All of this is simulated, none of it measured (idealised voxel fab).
Documented hereafter: the process module known as voxel trench capacitor.
cross-section cut | 155 nm wide | cells 5 nm
A cross-section is a grid of square cells, given in bands from the top down. A band is one or more rows of cells.
Each band's line starts with the height of the band's top and of its bottom, in nm. Then come its materials from left to right, each with its width in nm. One material with "throughout" fills the band from edge to edge. "blank" is empty space.
Heights are measured from 0, the level below which the as-received wafer is all one material; the lowest band has no bottom and continues downward, written as in "z 0 and below".
When a width is written as two numbers, as in "30 to 40", the first number is the width in the top row of cells of the band and the second is the width in its bottom row, and the width changes by the same amount from each row to the next.
"nothing was modified", as given for a step, is the statement that not any cell of the cross-section underwent a change during that step.
The entry titled "Closed-off voids" provides the empty spaces that have no open way to the top, restricted to those of 8 cells or more. Each is presented as width x height at distance, the distance being measured from the left edge, with all three in nm.
Where a step's line continues beyond its settings, the continuation is a remark by the simulator itself on that step.
The line of a step may include "overlay nm". On a step with a mask, this value is how far to the right of its planned place the mask lay. A negative value means the mask lay to the left.
### Process steps - plan
step 1: op RECEIVE | material Si
step 2: op CONFORMAL_DEP | material SiN | thk nm 10
step 3: op DIRECTIONAL_DEP | material aC | thk nm 15
step 4: op PATTERN | tone open | mask id TRENCH | material resist | width nm 15 | pitch nm 40 | thk nm 35 | overlay nm 0
step 5: op DIRECTIONAL_ETCH | etch materials aC | depth nm 15
step 6: op STRIP | etch materials resist
step 7: op DIRECTIONAL_ETCH | etch materials SiN | depth nm 10
step 8: op DIRECTIONAL_ETCH | etch materials Si | depth nm 30
step 9: op STRIP | etch materials aC
step 10: op CONFORMAL_DEP | material SiO2 | thk nm 5
step 11: op FILL_DEP | material polySi | thk nm 10
step 12: op CMP | height nm 10
### Cross-section of the wafer as it came to us, i.e., already through step 1
- z 0 and below | Si throughout
- Closed-off voids: none
### Below is the wafer in cross-section after the module was completed. It began from the starting point shown above and followed the plan shown above, except that one mistake was made while running it
- z 10 to 0 | SiN: 25 / SiO2: 5 / polySi: 5 / SiO2: 5 / SiN: 25 / SiO2: 5 / polySi: 5 / SiO2: 5 / SiN: 25 / SiO2: 5 / polySi: 5 / SiO2: 5 / SiN: 35
- z 0 to -25 | Si: 25 / SiO2: 5 / polySi: 5 / SiO2: 5 / Si: 25 / SiO2: 5 / polySi: 5 / SiO2: 5 / Si: 25 / SiO2: 5 / polySi: 5 / SiO2: 5 / Si: 35
- z -25 to -30 | Si: 25 / SiO2: 15 / Si: 25 / SiO2: 15 / Si: 25 / SiO2: 15 / Si: 35
- z -30 and below | Si throughout
- Closed-off voids: none
In executing the process, a mistake was made relative to the plan: it should be noted that step 4 was executed with settings other than those planned, the operation and settings actually applied being op PATTERN | tone open | mask id TRENCH | material resist | width nm 15 | pitch nm 40 | thk nm 35 | overlay nm -5
